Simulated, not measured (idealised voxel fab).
process module | voxel ribs on slabs
cross-section cut | 290 nm wide | cells 5 nm
A cross-section is a grid of square cells, given in bands from the top down. A band is one or more rows of cells.
Each band's line starts with the height of the band's top and of its bottom, in nm. Then come its materials from left to right, each with its width in nm. One material with "throughout" fills the band from edge to edge. "air" is empty space.
Height 0 is the level under which the wafer as received is all one material. The lowest band goes on downwards, as in "0 down".
A width such as "30 to 40" changes by the same amount from each row of cells to the next, from the band's top row to its bottom row.
"no change" after a step means that no cell of the cross-section changed.
closed voids: empty space of 8 cells or more with no open way to the top, each as width x height at its distance from the left edge, in nm
after a step's settings: what the simulator itself notes on the step
overlay nm, on a step with a mask: how far to the right of its planned place the mask lay; to the left if negative
plan
1 op RECEIVE | material Si
2 op DIRECTIONAL_DEP | material SiO2 | thk nm 25
3 op DIRECTIONAL_DEP | material SiN | thk nm 20
4 op PATTERN | tone cover | mask id RIB | material resist | width nm 20 | thk nm 15 | overlay nm 0
5 op DIRECTIONAL_ETCH | etch materials SiN | depth nm 10
6 op STRIP | etch materials resist
7 op DIRECTIONAL_DEP | material aC | thk nm 15
8 op PATTERN | tone cover | mask id SLAB | material resist | width nm 60 | thk nm 30 | overlay nm 0
9 op DIRECTIONAL_ETCH | etch materials aC | depth nm 15
10 op STRIP | etch materials resist
11 op DIRECTIONAL_ETCH | etch materials SiN | depth nm 10
12 op STRIP | etch materials aC
13 op FILL_DEP | material SiO2 | thk nm 25
14 op CMP | height nm 65
15 op DIRECTIONAL_DEP | material TiN | thk nm 5
16 op PATTERN | tone cover | mask id HEATER | material resist | width nm 40 | thk nm 15 | overlay nm 0
17 op DIRECTIONAL_ETCH | etch materials TiN | depth nm 5
18 op STRIP | etch materials resist
19 op CONFORMAL_DEP | material SiO2 | thk nm 5
varied across the wafers: width nm of step 4. The plan shows the first wafer's value. All wafers start alike
first wafer as received, after step 1
  0 down: Si throughout
  closed voids: none
first wafer at the end, after step 19
  75 to 70: air 120 | SiO2 50 | air 120
  70 to 65: SiO2 125 | TiN 40 | SiO2 125
  65 to 45: SiO2 throughout
  45 to 35: SiO2 135 | SiN 20 | SiO2 135
  35 to 25: SiO2 115 | SiN 60 | SiO2 115
  25 to 0: SiO2 throughout
  0 down: Si throughout
  closed voids: none
last wafer at the end
  75 to 70: air 120 | SiO2 50 | air 120
  70 to 65: SiO2 125 | TiN 40 | SiO2 125
  65 to 45: SiO2 throughout
  45 to 35: SiO2 125 | SiN 45 | SiO2 120
  35 to 25: SiO2 115 | SiN 60 | SiO2 115
  25 to 0: SiO2 throughout
  0 down: Si throughout
  closed voids: none
each wafer at the end: cells of each material gained (+) or lost (-) since it was received, then its closed voids
width nm 20 | +32 SiN | +782 SiO2 | +8 TiN | closed voids: none
width nm 25 | +34 SiN | +780 SiO2 | +8 TiN | closed voids: none
width nm 30 | +36 SiN | +778 SiO2 | +8 TiN | closed voids: none
width nm 35 | +38 SiN | +776 SiO2 | +8 TiN | closed voids: none
width nm 40 | +40 SiN | +774 SiO2 | +8 TiN | closed voids: none
width nm 45 | +42 SiN | +772 SiO2 | +8 TiN | closed voids: none
